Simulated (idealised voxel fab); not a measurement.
process module | voxel transistor to metal
cross-section cut | 185 nm wide | cells 5 nm
A cross-section is a grid of square cells, given in bands from the top down. A band is one or more rows of cells.
Each band's line starts with the height of the band's top and of its bottom, in nm. Then come its materials from left to right, each with its width in nm. One material with "throughout" fills the band from edge to edge. "air" is empty space.
Height 0 is the level under which the wafer as received is all one material. The lowest band goes on downwards, as in "0 down".
A width such as "30 to 40" changes by the same amount from each row of cells to the next, from the band's top row to its bottom row.
"no change" after a step means that no cell of the cross-section changed.
closed voids: empty space of 8 cells or more with no open way to the top, each as width x height at its distance from the left edge, in nm
after a step's settings: what the simulator itself notes on the step
overlay nm, on a step with a mask: how far to the right of its planned place the mask lay; to the left if negative
Each pair below shows a cross-section before one step and the cross-section after it, down to the lowest band that changed. The line under each pair gives the step between them, with its settings. The pairs can come from different runs of this module on the same starting wafer, so a pair continues from the pair above only where its "before" says so.
before
  60 to 55: TiN 60 | air 5 | TiN 55 | air 5 | TiN 60
  55 to 40: SiO2 55 | TiN 5 | air 5 | TiN 5 | SiO2 45 | TiN 5 | air 5 | TiN 5 | SiO2 55
  40 to 30: SiO2 55 | TiN 5 | air 5 | TiN 5 | SiO2 5 | SiN 10 | SiCN 15 | SiN 10 | SiO2 5 | TiN 5 | air 5 | TiN 5 | SiO2 55
  30 to 10: SiO2 55 | TiN 5 | air 5 | TiN 5 | SiO2 5 | SiN 10 | polySi 15 | SiN 10 | SiO2 5 | TiN 5 | air 5 | TiN 5 | SiO2 55
  10 to 5: SiO2 55 | TiN 15 | SiO2 5 | SiN 10 | polySi 15 | SiN 10 | SiO2 5 | TiN 15 | SiO2 55
  5 to 0: SiO2 45 | SiN 10 | SiGe 20 | SiO2 35 | SiGe 20 | SiN 10 | SiO2 45
  0 to -5: SiO2 60 | Si 65 | SiO2 60
  -5 to -20: SiO2 55 | Si 75 | SiO2 55
  -20 down: Si throughout
  closed voids: none
after
  65 to 60: W throughout
  60 to 55: TiN 60 | W 5 | TiN 55 | W 5 | TiN 60
  55 to 40: SiO2 55 | TiN 5 | W 5 | TiN 5 | SiO2 45 | TiN 5 | W 5 | TiN 5 | SiO2 55
  40 to 30: SiO2 55 | TiN 5 | W 5 | TiN 5 | SiO2 5 | SiN 10 | SiCN 15 | SiN 10 | SiO2 5 | TiN 5 | W 5 | TiN 5 | SiO2 55
  30 to 10: SiO2 55 | TiN 5 | W 5 | TiN 5 | SiO2 5 | SiN 10 | polySi 15 | SiN 10 | SiO2 5 | TiN 5 | W 5 | TiN 5 | SiO2 55
  below 10: unchanged
  closed voids: none
the step between: op FILL_DEP | material W | thk nm 5
before: the cross-section after the pair above
after
  55 to 40: SiO2 55 | TiN 5 | W 5 | TiN 5 | SiO2 45 | TiN 5 | W 5 | TiN 5 | SiO2 55
  below 40: unchanged
  closed voids: none
the step between: op CMP | height nm 55
before: the cross-section after the pair above
after
  60 to 55: SiCN throughout
  below 55: unchanged
  closed voids: none
the step between: op CONFORMAL_DEP | material SiCN | thk nm 5
before: the cross-section after the pair above
after
  80 to 60: SiO2 throughout
  below 60: unchanged
  closed voids: none
the step between: op DIRECTIONAL_DEP | material SiO2 | thk nm 20
before: the cross-section after the pair above
after
  95 to 80: resist 55 | air 15 | resist 45 | air 15 | resist 55
  below 80: unchanged
  closed voids: none
the step between: op PATTERN | tone open | mask id METAL_1 | material resist | width nm 15 | pitch nm 60 | thk nm 15 | overlay nm 0
before: the cross-section after the pair above
after
  95 to 80: resist 55 | air 15 | resist 45 | air 15 | resist 55
  80 to 60: SiO2 55 | air 15 | SiO2 45 | air 15 | SiO2 55
  below 60: unchanged
  closed voids: none
the step between: op DIRECTIONAL_ETCH | etch materials SiO2 | depth nm 20
before: the cross-section after the pair above
after
  95 to 80: resist 55 | air 15 | resist 45 | air 15 | resist 55
  80 to 60: SiO2 55 | air 15 | SiO2 45 | air 15 | SiO2 55
  60 to 55: SiCN 55 | air 15 | SiCN 45 | air 15 | SiCN 55
  below 55: unchanged
  closed voids: none
the step between: op DIRECTIONAL_ETCH | etch materials SiCN | depth nm 5
before: the cross-section after the pair above
after
  80 to 60: SiO2 55 | air 15 | SiO2 45 | air 15 | SiO2 55
  below 60: unchanged
  closed voids: none
the step between: op STRIP | etch materials resist
before: the cross-section after the pair above
after
  85 to 80: TiN 60 | air 5 | TiN 55 | air 5 | TiN 60
  80 to 60: SiO2 55 | TiN 5 | air 5 | TiN 5 | SiO2 45 | TiN 5 | air 5 | TiN 5 | SiO2 55
  60 to 55: SiCN 55 | TiN 15 | SiCN 45 | TiN 15 | SiCN 55
  below 55: unchanged
  closed voids: none
the step between: op CONFORMAL_DEP | material TiN | thk nm 5
before: the cross-section after the pair above
after
  90 to 85: Cu throughout
  85 to 80: TiN 60 | Cu 5 | TiN 55 | Cu 5 | TiN 60
  80 to 60: SiO2 55 | TiN 5 | Cu 5 | TiN 5 | SiO2 45 | TiN 5 | Cu 5 | TiN 5 | SiO2 55
  below 60: unchanged
  closed voids: none
the step between: op FILL_DEP | material Cu | thk nm 5
before: the cross-section after the pair above
after
  80 to 60: SiO2 55 | TiN 5 | Cu 5 | TiN 5 | SiO2 45 | TiN 5 | Cu 5 | TiN 5 | SiO2 55
  below 60: unchanged
  closed voids: none
the step between: op CMP | height nm 80
before: the cross-section after the pair above
after
  85 to 80: SiN throughout
  below 80: unchanged
  closed voids: none
the step between: op CONFORMAL_DEP | material SiN | thk nm 5
before
  15 to 5: SiN throughout
  5 to 0: SiO2 throughout
  0 down: Si throughout
  closed voids: none
after
  35 to 15: resist 50 | air 85 | resist 50
  below 15: unchanged
  closed voids: none
the step between: op PATTERN | tone open | mask id ACTIVE | material resist | width nm 85 | thk nm 20 | overlay nm 0
before: the cross-section after the pair above
after
  35 to 15: resist 50 | air 85 | resist 50
  15 to 5: SiN 50 | air 85 | SiN 50
  below 5: unchanged
  closed voids: none
the step between: op DIRECTIONAL_ETCH | etch materials SiN | depth nm 10
before: the cross-section after the pair above
after
  35 to 15: resist 50 | air 85 | resist 50
  15 to 5: SiN 50 | air 85 | SiN 50
  5 to 0: SiO2 50 | air 85 | SiO2 50
  below 0: unchanged
  closed voids: none
the step between: op DIRECTIONAL_ETCH | etch materials SiO2 | depth nm 5
before: the cross-section after the pair above
after
  35 to 15: resist 50 | air 85 | resist 50
  15 to 5: SiN 50 | air 85 | SiN 50
  5 to 0: SiO2 50 | air 85 | SiO2 50
  0 to -20: Si 50 | air 85 | Si 50
  below -20: unchanged
  closed voids: none
the step between: op DIRECTIONAL_ETCH | etch materials Si | depth nm 20
before: the cross-section after the pair above
after
  15 to 5: SiN 50 | air 85 | SiN 50
  below 5: unchanged
  closed voids: none
the step between: op STRIP | etch materials resist
before: the cross-section after the pair above
after
  15 to 5: SiN 50 | air 85 | SiN 50
  5 to 0: SiO2 50 | air 85 | SiO2 50
  0 to -20: Si 45 | SiO2 5 | air 85 | SiO2 5 | Si 45
  -20 to -25: Si 45 | SiO2 95 | Si 45
  below -25: unchanged
  closed voids: none
the step between: op OXIDIZE | depth nm 5
before: the cross-section after the pair above
after
  30 to 15: SiO2 throughout
  15 to 5: SiN 50 | SiO2 85 | SiN 50
  5 to 0: SiO2 throughout
  0 to -25: Si 45 | SiO2 95 | Si 45
  below -25: unchanged
  closed voids: none
the step between: op FILL_DEP | material SiO2 | thk nm 15
before: the cross-section after the pair above
after
  15 to 5: SiN 50 | SiO2 85 | SiN 50
  below 5: unchanged
  closed voids: none
the step between: op CMP | height nm 15
before: the cross-section after the pair above
after
  15 to 10: SiN 50 | air 85 | SiN 50
  below 10: unchanged
  closed voids: none
the step between: op SELECTIVE_ETCH | etch materials SiO2 | depth nm 5
before: the cross-section after the pair above
after
  10 to 5: air 50 | SiO2 85 | air 50
  below 5: unchanged
  closed voids: none
the step between: op STRIP | etch materials SiN
before: the cross-section after the pair above
after
  5 to 0: air 55 | SiO2 75 | air 55
  below 0: unchanged
  closed voids: none
the step between: op SELECTIVE_ETCH | etch materials SiO2 | depth nm 5
before: the cross-section after the pair above
after
  5 to 0: air 55 | SiO2 75 | air 55
  0 to -5: SiO2 throughout
  below -5: unchanged
  closed voids: none
the step between: op OXIDIZE | depth nm 5
before: the cross-section after the pair above
after
  30 to 25: air 55 | polySi 75 | air 55
  25 to 5: polySi throughout
  5 to 0: polySi 55 | SiO2 75 | polySi 55
  below 0: unchanged
  closed voids: none
the step between: op DIRECTIONAL_DEP | material polySi | thk nm 25
before: the cross-section after the pair above
after
  45 to 40: air 55 | SiCN 75 | air 55
  40 to 30: SiCN throughout
  30 to 25: SiCN 55 | polySi 75 | SiCN 55
  below 25: unchanged
  closed voids: none
the step between: op DIRECTIONAL_DEP | material SiCN | thk nm 15
before: the cross-section after the pair above
after
  55 to 50: air 55 | aC 75 | air 55
  50 to 45: aC throughout
  45 to 40: aC 55 | SiCN 75 | aC 55
  below 40: unchanged
  closed voids: none
the step between: op DIRECTIONAL_DEP | material aC | thk nm 10
before: the cross-section after the pair above
after
  80 to 55: air 85 | resist 15 | air 85
  below 55: unchanged
  closed voids: none
the step between: op PATTERN | tone cover | mask id GATE | material resist | width nm 15 | thk nm 25 | overlay nm 0
before: the cross-section after the pair above
after
  70 to 55: air 85 | resist 15 | air 85
  55 to 45: air 85 | aC 15 | air 85
  45 to 40: air 55 | SiCN 75 | air 55
  below 40: unchanged
  closed voids: none
the step between: op DIRECTIONAL_ETCH | etch materials aC | depth nm 10
before: the cross-section after the pair above
after
  55 to 45: air 85 | aC 15 | air 85
  below 45: unchanged
  closed voids: none
the step between: op STRIP | etch materials resist
before: the cross-section after the pair above
after
  55 to 45: air 85 | aC 15 | air 85
  45 to 30: air 85 | SiCN 15 | air 85
  30 to 25: air 55 | polySi 75 | air 55
  below 25: unchanged
  closed voids: none
the step between: op DIRECTIONAL_ETCH | etch materials SiCN | depth nm 25
before: the cross-section after the pair above
after
  55 to 45: air 85 | aC 15 | air 85
  45 to 30: air 85 | SiCN 15 | air 85
  30 to 5: air 85 | polySi 15 | air 85
  5 to 0: air 55 | SiO2 75 | air 55
  below 0: unchanged
  closed voids: none
the step between: op DIRECTIONAL_ETCH | etch materials polySi | depth nm 35
before: the cross-section after the pair above
after
  45 to 30: air 85 | SiCN 15 | air 85
  below 30: unchanged
  closed voids: none
the step between: op STRIP | etch materials aC
before: the cross-section after the pair above
after
  55 to 45: air 75 | SiN 35 | air 75
  45 to 30: air 75 | SiN 10 | SiCN 15 | SiN 10 | air 75
  30 to 15: air 75 | SiN 10 | polySi 15 | SiN 10 | air 75
  15 to 10: air 45 | SiN 40 | polySi 15 | SiN 40 | air 45
  10 to 5: SiN 85 | polySi 15 | SiN 85
  5 to 0: SiN 55 | SiO2 75 | SiN 55
  below 0: unchanged
  closed voids: none
the step between: op CONFORMAL_DEP | material SiN | thk nm 10
before: the cross-section after the pair above
after
  45 to 30: air 75 | SiN 10 | SiCN 15 | SiN 10 | air 75
  30 to 5: air 75 | SiN 10 | polySi 15 | SiN 10 | air 75
  5 to 0: air 45 | SiN 10 | SiO2 75 | SiN 10 | air 45
  below 0: unchanged
  closed voids: none
the step between: op DIRECTIONAL_ETCH | etch materials SiN | depth nm 10
before: the cross-section after the pair above
after
  45 to 30: air 75 | SiN 10 | SiCN 15 | SiN 10 | air 75
  30 to 5: air 75 | SiN 10 | polySi 15 | SiN 10 | air 75
  5 to 0: air 45 | SiN 10 | air 20 | SiO2 35 | air 20 | SiN 10 | air 45
  0 to -5: air 45 | SiO2 95 | air 45
  below -5: unchanged
  closed voids: none
the step between: op DIRECTIONAL_ETCH | etch materials SiO2 | depth nm 5
before: the cross-section after the pair above
after
  45 to 30: air 75 | SiN 10 | SiCN 15 | SiN 10 | air 75
  30 to 5: air 75 | SiN 10 | polySi 15 | SiN 10 | air 75
  5 to 0: air 45 | SiN 10 | air 20 | SiO2 35 | air 20 | SiN 10 | air 45
  0 to -5: SiGe 45 | SiO2 95 | SiGe 45
  below -5: unchanged
  closed voids: none
the step between: op EPI | material SiGe | thk nm 5
before: the cross-section after the pair above
after
  55 to 45: SiO2 throughout
  45 to 30: SiO2 75 | SiN 10 | SiCN 15 | SiN 10 | SiO2 75
  30 to 5: SiO2 75 | SiN 10 | polySi 15 | SiN 10 | SiO2 75
  5 to 0: SiO2 45 | SiN 10 | SiO2 75 | SiN 10 | SiO2 45
  below 0: unchanged
  closed voids: none
the step between: op FILL_DEP | material SiO2 | thk nm 10
before: the cross-section after the pair above
after
  40 to 30: SiO2 75 | SiN 10 | SiCN 15 | SiN 10 | SiO2 75
  below 30: unchanged
  closed voids: none
the step between: op CMP | height nm 40
before: the cross-section after the pair above
after
  55 to 40: SiO2 throughout
  below 40: unchanged
  closed voids: none
the step between: op DIRECTIONAL_DEP | material SiO2 | thk nm 15
before: the cross-section after the pair above
after
  55 to 40: SiO2 55 | air 15 | SiO2 45 | air 15 | SiO2 55
  40 to 30: SiO2 55 | air 15 | SiO2 5 | SiN 10 | SiCN 15 | SiN 10 | SiO2 5 | air 15 | SiO2 55
  30 to 5: SiO2 55 | air 15 | SiO2 5 | SiN 10 | polySi 15 | SiN 10 | SiO2 5 | air 15 | SiO2 55
  5 to 0: SiO2 45 | SiN 10 | air 15 | SiO2 45 | air 15 | SiN 10 | SiO2 45
  below 0: unchanged
  closed voids: none
the step between: op MASKED_ETCH | tone open | mask id CONTACT | width nm 15 | pitch nm 60 | etch materials SiO2 | depth nm 55 | overlay nm 0
before: the cross-section after the pair above
after
  60 to 55: TiN 60 | air 5 | TiN 55 | air 5 | TiN 60
  55 to 40: SiO2 55 | TiN 5 | air 5 | TiN 5 | SiO2 45 | TiN 5 | air 5 | TiN 5 | SiO2 55
  40 to 30: SiO2 55 | TiN 5 | air 5 | TiN 5 | SiO2 5 | SiN 10 | SiCN 15 | SiN 10 | SiO2 5 | TiN 5 | air 5 | TiN 5 | SiO2 55
  30 to 5: SiO2 55 | TiN 5 | air 5 | TiN 5 | SiO2 5 | SiN 10 | polySi 15 | SiN 10 | SiO2 5 | TiN 5 | air 5 | TiN 5 | SiO2 55
  5 to 0: SiO2 45 | SiN 10 | TiN 15 | SiO2 45 | TiN 15 | SiN 10 | SiO2 45
  below 0: unchanged
  closed voids: none
the step between: op CONFORMAL_DEP | material TiN | thk nm 5
before: the cross-section after the pair above
after
  65 to 60: W throughout
  60 to 55: TiN 60 | W 5 | TiN 55 | W 5 | TiN 60
  55 to 40: SiO2 55 | TiN 5 | W 5 | TiN 5 | SiO2 45 | TiN 5 | W 5 | TiN 5 | SiO2 55
  40 to 30: SiO2 55 | TiN 5 | W 5 | TiN 5 | SiO2 5 | SiN 10 | SiCN 15 | SiN 10 | SiO2 5 | TiN 5 | W 5 | TiN 5 | SiO2 55
  30 to 5: SiO2 55 | TiN 5 | W 5 | TiN 5 | SiO2 5 | SiN 10 | polySi 15 | SiN 10 | SiO2 5 | TiN 5 | W 5 | TiN 5 | SiO2 55
  below 5: unchanged
  closed voids: none
the step between: op FILL_DEP | material W | thk nm 5
before: the cross-section after the pair above
after
  55 to 40: SiO2 55 | TiN 5 | W 5 | TiN 5 | SiO2 45 | TiN 5 | W 5 | TiN 5 | SiO2 55
  below 40: unchanged
  closed voids: none
the step between: op CMP | height nm 55
before: the cross-section after the pair above
after
  60 to 55: SiCN throughout
  below 55: unchanged
  closed voids: none
the step between: op CONFORMAL_DEP | material SiCN | thk nm 5
before: the cross-section after the pair above
after
  80 to 60: SiO2 throughout
  below 60: unchanged
  closed voids: none
the step between: op DIRECTIONAL_DEP | material SiO2 | thk nm 20
before: the cross-section after the pair above
after
  95 to 80: resist 55 | air 15 | resist 45 | air 15 | resist 55
  below 80: unchanged
  closed voids: none
the step between: op PATTERN | tone open | mask id METAL_1 | material resist | width nm 15 | pitch nm 60 | thk nm 15 | overlay nm 0
before: the cross-section after the pair above
after
  95 to 80: resist 55 | air 15 | resist 45 | air 15 | resist 55
  80 to 60: SiO2 55 | air 15 | SiO2 45 | air 15 | SiO2 55
  below 60: unchanged
  closed voids: none
the step between: op DIRECTIONAL_ETCH | etch materials SiO2 | depth nm 20
before: the cross-section after the pair above
after
  95 to 80: resist 55 | air 15 | resist 45 | air 15 | resist 55
  80 to 60: SiO2 55 | air 15 | SiO2 45 | air 15 | SiO2 55
  60 to 55: SiCN 55 | air 15 | SiCN 45 | air 15 | SiCN 55
  below 55: unchanged
  closed voids: none
the step between: op DIRECTIONAL_ETCH | etch materials SiCN | depth nm 5
before: the cross-section after the pair above
after
  80 to 60: SiO2 55 | air 15 | SiO2 45 | air 15 | SiO2 55
  below 60: unchanged
  closed voids: none
the step between: op STRIP | etch materials resist
before: the cross-section after the pair above
after
  85 to 80: TiN 60 | air 5 | TiN 55 | air 5 | TiN 60
  80 to 60: SiO2 55 | TiN 5 | air 5 | TiN 5 | SiO2 45 | TiN 5 | air 5 | TiN 5 | SiO2 55
  60 to 55: SiCN 55 | TiN 15 | SiCN 45 | TiN 15 | SiCN 55
  below 55: unchanged
  closed voids: none
the step between: op CONFORMAL_DEP | material TiN | thk nm 5
before: the cross-section after the pair above
after
  90 to 85: Cu throughout
  85 to 80: TiN 60 | Cu 5 | TiN 55 | Cu 5 | TiN 60
  80 to 60: SiO2 55 | TiN 5 | Cu 5 | TiN 5 | SiO2 45 | TiN 5 | Cu 5 | TiN 5 | SiO2 55
  below 60: unchanged
  closed voids: none
the step between: op FILL_DEP | material Cu | thk nm 5
before: the cross-section after the pair above
after
  80 to 60: SiO2 55 | TiN 5 | Cu 5 | TiN 5 | SiO2 45 | TiN 5 | Cu 5 | TiN 5 | SiO2 55
  below 60: unchanged
  closed voids: none
the step between: op CMP | height nm 80
before: the cross-section after the pair above
after
  85 to 80: SiN throughout
  below 80: unchanged
  closed voids: none
the step between: op CONFORMAL_DEP | material SiN | thk nm 5
